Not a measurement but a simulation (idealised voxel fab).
Proc. module: voxel gate over fins
The cross-section on display is named cut; it measures 195 nm wide, and its cells are 5 nm squares.
Heads up, the way a cross-section reads in here is a grid of square cells, handed over as bands from the top down, with every band being one or more rows of cells.
It is stipulated that each band's entry specify, in nanometres, the height of the top of the band and then that of its bottom, followed by the materials of the band in left-to-right sequence, each together with its width in nanometres. A single material marked by the word "full width" is understood to fill the band from edge to edge; the word "blank" is understood to denote empty space.
Heads up on the height convention: 0 is the point under which the incoming wafer is all one material, and the lowest band has no bottom, it just keeps going down, like "0 -> down".
A width given as "30->40" starts at the first number in the band's top row and ends at the second number in its bottom row, shifting by an equal amount at every step from row to row.
Basically "nothing was modified" means that step didn't change any cell in the cross-section.
Empty spaces without an open route to the top, at least 8 cells in extent, make up the entry "Entrapped voids"; each is given as width x height at distance, where the distance is measured from the left edge, and all are in nm.
It should be noted that, on the line of a given step, the content following the step's settings is a remark produced by the simulator itself with respect to that step.
A step line may carry the setting "overlay nm", which, for steps involving a mask, states the distance by which the mask lay to the right of its intended position; negative values denote displacement to the left.

Set out below are the planned steps of the process
1. RECEIVE, material Si
2. CONFORMAL_DEP, material SiN, thk nm 5
3. DIRECTIONAL_DEP, material aC, thk nm 10
4. PATTERN, tone cover, mask id FINS, material resist, width nm 15, pitch nm 40, thk nm 25, overlay nm 0
5. DIRECTIONAL_ETCH, etch materials aC, depth nm 10
6. STRIP, etch materials resist
7. DIRECTIONAL_ETCH, etch materials SiN, depth nm 5
8. DIRECTIONAL_ETCH, etch materials Si, depth nm 40
9. STRIP, etch materials aC
10. OXIDIZE, depth nm 5
11. FILL_DEP, material SiO2, thk nm 15
12. CMP, height nm 5
13. SELECTIVE_ETCH, etch materials SiO2, depth nm 15
14. STRIP, etch materials SiN
15. CONFORMAL_DEP, material HfO2, thk nm 5
16. CONFORMAL_DEP, material TiN, thk nm 5
17. CONFORMAL_DEP, material TiAl, thk nm 5
18. CONFORMAL_DEP, material TiN, thk nm 5
19. FILL_DEP, material W, thk nm 10
20. CMP, height nm 25
21. CONFORMAL_DEP, material SiN, thk nm 10
Heads up: all these wafers start the same, and what changes between them is the thk nm in step 16. The value you see in the plan is just what the first wafer got.

Incoming state of the first of several wafers in cross-section: after step 1
    0 -> down  Si full width
    Entrapped voids: none

The figure below presents a cross-section of the first of several wafers at the conclusion of the module, following its last step, step 21
    35 -> 25  SiN full width
    25 -> 20  W full width
    20 -> 15  W=55 / TiN=85 / W=55
    15 -> 10  W=55 / TiN=5 / TiAl=35 / TiN=5 / TiAl=35 / TiN=5 / W=55
    10 -> 5  TiN=60 / TiAl=5 / TiN=25 / TiAl=5 / TiN=5 / TiAl=5 / TiN=25 / TiAl=5 / TiN=60
    5 -> 0  TiAl=65 / TiN=5 / HfO2=15 / TiN=5 / TiAl=15 / TiN=5 / HfO2=15 / TiN=5 / TiAl=65
    0 -> -5  TiN=70 / HfO2=5 / Si=5 / HfO2=5 / TiN=25 / HfO2=5 / Si=5 / HfO2=5 / TiN=70
    -5 -> -10  HfO2=75 / Si=5 / HfO2=35 / Si=5 / HfO2=75
    -10 -> -45  SiO2=75 / Si=5 / SiO2=35 / Si=5 / SiO2=75
    -45 -> down  Si full width
    Entrapped voids: none

Here we cross-sectioned the last of the wafers once the module was done
    35 -> 25  SiN full width
    25 -> 20  TiN=45 / TiAl=5 / TiN=95 / TiAl=5 / TiN=45
    20 -> 15  TiAl=50 / TiN=95 / TiAl=50
    15 -> 5  TiN full width
    5 -> 0  TiN=70 / HfO2=15 / TiN=25 / HfO2=15 / TiN=70
    0 -> -5  TiN=70 / HfO2=5 / Si=5 / HfO2=5 / TiN=25 / HfO2=5 / Si=5 / HfO2=5 / TiN=70
    -5 -> -10  HfO2=75 / Si=5 / HfO2=35 / Si=5 / HfO2=75
    -10 -> -45  SiO2=75 / Si=5 / SiO2=35 / Si=5 / SiO2=75
    -45 -> down  Si full width
    Entrapped voids: none

The rows of the table below are wafers. Looking at the end of the module, a row counts, for every material, the cells the wafer has gained, shown as (+), or lost, shown as (-), since it was received; its closed voids come next
thk nm 5 | +47 HfO2 | -333 Si | +78 SiN | +259 SiO2 | +47 TiAl | +92 TiN | +83 W | Entrapped voids: none
thk nm 10 | +47 HfO2 | -333 Si | +78 SiN | +259 SiO2 | +45 TiAl | +137 TiN | +40 W | Entrapped voids: none
thk nm 15 | +47 HfO2 | -333 Si | +78 SiN | +259 SiO2 | +43 TiAl | +161 TiN | +18 W | Entrapped voids: none
thk nm 20 | +47 HfO2 | -333 Si | +78 SiN | +259 SiO2 | +22 TiAl | +200 TiN | Entrapped voids: none
